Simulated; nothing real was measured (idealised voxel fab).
The following is a process module called voxel spacer lines.
This is section cut - it's 225 nm across, gridded in 5 nm square cells.
Cross-section spec: square-cell grid; bands listed top down; each band is one or more rows.
Each band's line starts with the height of the band's top and of its bottom, in nm. Then come its materials from left to right, each with its width in nm. One material with "throughout" fills the band from edge to edge. "air" is empty space.
Counting heights begins at 0, where everything beneath is, in the wafer as received, one material. The lowest band has no bottom; it goes on downwards, as "0 nm and below" shows.
Width spec "30..40" -> top row of cells at first value, bottom row at second value, equal per-row change in between.
What does "no modifications" mean for a step? It means no cell of the cross-section changed in that step.
Enclosed voids (no open way to top), threshold 8 cells or more, entry "Closed void entries", notation width x height at distance, distance from left edge, nm.
Heads up: the bit after the settings on a step's line is the simulator's remark on that step.
Each step line may optionally specify "overlay nm", which for a step with a mask gives the rightward distance between the mask's planned place and where it lay, a negative value indicating the leftward direction.
-- Process steps (planned)
1) RECEIVE | material Si
2) CONFORMAL_DEP | material Al2O3 | thk nm 10
3) DIRECTIONAL_DEP | material polySi | thk nm 15
4) DIRECTIONAL_DEP | material aC | thk nm 30
5) PATTERN | tone cover | mask id MANDREL | material resist | width nm 20 | pitch nm 60 | thk nm 35 | overlay nm 0
6) DIRECTIONAL_ETCH | etch materials aC | depth nm 30
7) STRIP | etch materials resist
8) CONFORMAL_DEP | material SiO2 | thk nm 10
9) DIRECTIONAL_ETCH | etch materials SiO2 | depth nm 10
10) STRIP | etch materials aC
11) DIRECTIONAL_ETCH | etch materials polySi | depth nm 15
12) STRIP | etch materials SiO2
-- as received, after step 1
> 0 nm and below | Si throughout
> Closed void entries: none
-- Cross-sectional image of the first of two wafers at the end of the module, the run having proceeded as planned
> 25 nm to 10 nm | air: 60 | polySi: 10 | air: 20 | polySi: 10 | air: 20 | polySi: 10 | air: 20 | polySi: 10 | air: 65
> 10 nm to 0 nm | Al2O3 throughout
> 0 nm and below | Si throughout
> Closed void entries: none
-- Second wafer through the module, sectioned at the end: same beginning and same plan as the first wafer, with one mistake in carrying it out
> 30 nm to 15 nm | air: 60 | polySi: 10 | air: 20 | polySi: 10 | air: 20 | polySi: 10 | air: 20 | polySi: 10 | air: 65
> 15 nm to 0 nm | Al2O3 throughout
> 0 nm and below | Si throughout
> Closed void entries: none
Diagnosis: the process deviated at step 2: the operation and settings actually run there were CONFORMAL_DEP | material Al2O3 | thk nm 15
Heads up, by the end the second wafer has more or fewer cells of some materials compared to the first: Al2O3 +45
